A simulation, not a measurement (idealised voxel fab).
process module | voxel trench capacitor
cross-section cut | 300 nm wide | cells 5 nm
A cross-section is a grid of square cells, given in bands from the top down. A band is one or more rows of cells.
Each band's line starts with the height of the band's top and of its bottom, in nm. Then come its materials from left to right, each with its width in nm. One material with "throughout" fills the band from edge to edge. "air" is empty space.
Height 0 is the level under which the wafer as received is all one material. The lowest band goes on downwards, as in "0 down".
A width such as "30 to 40" changes by the same amount from each row of cells to the next, from the band's top row to its bottom row.
"no change" after a step means that no cell of the cross-section changed.
closed voids: empty space of 8 cells or more with no open way to the top, each as width x height at its distance from the left edge, in nm
after a step's settings: what the simulator itself notes on the step
overlay nm, on a step with a mask: how far to the right of its planned place the mask lay; to the left if negative
plan
1 op RECEIVE | material Si
2 op CONFORMAL_DEP | material SiN | thk nm 10
3 op MASKED_ETCH | tone open | mask id TRENCH | width nm 30 | pitch nm 55 | etch materials SiN | depth nm 10 | overlay nm -15
4 op MASKED_ETCH | tone open | mask id TRENCH | width nm 30 | pitch nm 55 | etch materials Si | depth nm 30 | overlay nm 0
5 op CONFORMAL_DEP | material HfO2 | thk nm 5
6 op CONFORMAL_DEP | material TiN | thk nm 5
7 op FILL_DEP | material W | thk nm 10
8 op CMP | height nm 10
varied across the wafers: overlay nm of step 3. The plan shows the first wafer's value. All wafers start alike
first wafer as received, after step 1
  0 down: Si throughout
  closed voids: none
first wafer at the end, after step 8
  10 to 0: SiN 35 | HfO2 5 to 20 | TiN 20 to 5 | HfO2 5 | SiN 25 | HfO2 5 to 20 | TiN 20 to 5 | HfO2 5 | SiN 25 | HfO2 5 to 20 | TiN 20 to 5 | HfO2 5 | SiN 25 | HfO2 5 to 20 | TiN 20 to 5 | HfO2 5 | SiN 70
  0 to -25: Si 50 | HfO2 5 | TiN 5 | HfO2 5 | Si 40 | HfO2 5 | TiN 5 | HfO2 5 | Si 40 | HfO2 5 | TiN 5 | HfO2 5 | Si 40 | HfO2 5 | TiN 5 | HfO2 5 | Si 70
  -25 to -30: Si 50 | HfO2 15 | Si 40 | HfO2 15 | Si 40 | HfO2 15 | Si 40 | HfO2 15 | Si 70
  -30 down: Si throughout
  closed voids: none
last wafer at the end
  10 to 0: SiN 65 | HfO2 5 | TiN 20 to 5 | HfO2 5 to 20 | SiN 25 | HfO2 5 | TiN 20 to 5 | HfO2 5 to 20 | SiN 25 | HfO2 5 | TiN 20 to 5 | HfO2 5 to 20 | SiN 25 | HfO2 5 | TiN 20 to 5 | HfO2 5 to 20 | SiN 40
  0 to -25: Si 65 | HfO2 5 | TiN 5 | HfO2 5 | Si 40 | HfO2 5 | TiN 5 | HfO2 5 | Si 40 | HfO2 5 | TiN 5 | HfO2 5 | Si 40 | HfO2 5 | TiN 5 | HfO2 5 | Si 55
  -25 to -30: Si 65 | HfO2 15 | Si 40 | HfO2 15 | Si 40 | HfO2 15 | Si 40 | HfO2 15 | Si 55
  -30 down: Si throughout
  closed voids: none
each wafer at the end: cells of each material gained (+) or lost (-) since it was received, then its closed voids
overlay nm -15 | +80 HfO2 | -72 Si | +72 SiN | +40 TiN | closed voids: none
overlay nm -10 | +80 HfO2 | -96 Si | +72 SiN | +64 TiN | closed voids: none
overlay nm -5 | +80 HfO2 | -120 Si | +72 SiN | +64 TiN | +24 W | closed voids: none
overlay nm 0 | +80 HfO2 | -144 Si | +72 SiN | +64 TiN | +48 W | closed voids: none
overlay nm 5 | +80 HfO2 | -120 Si | +72 SiN | +64 TiN | +24 W | closed voids: none
overlay nm 10 | +80 HfO2 | -96 Si | +72 SiN | +64 TiN | closed voids: none
overlay nm 15 | +80 HfO2 | -72 Si | +72 SiN | +40 TiN | closed voids: none
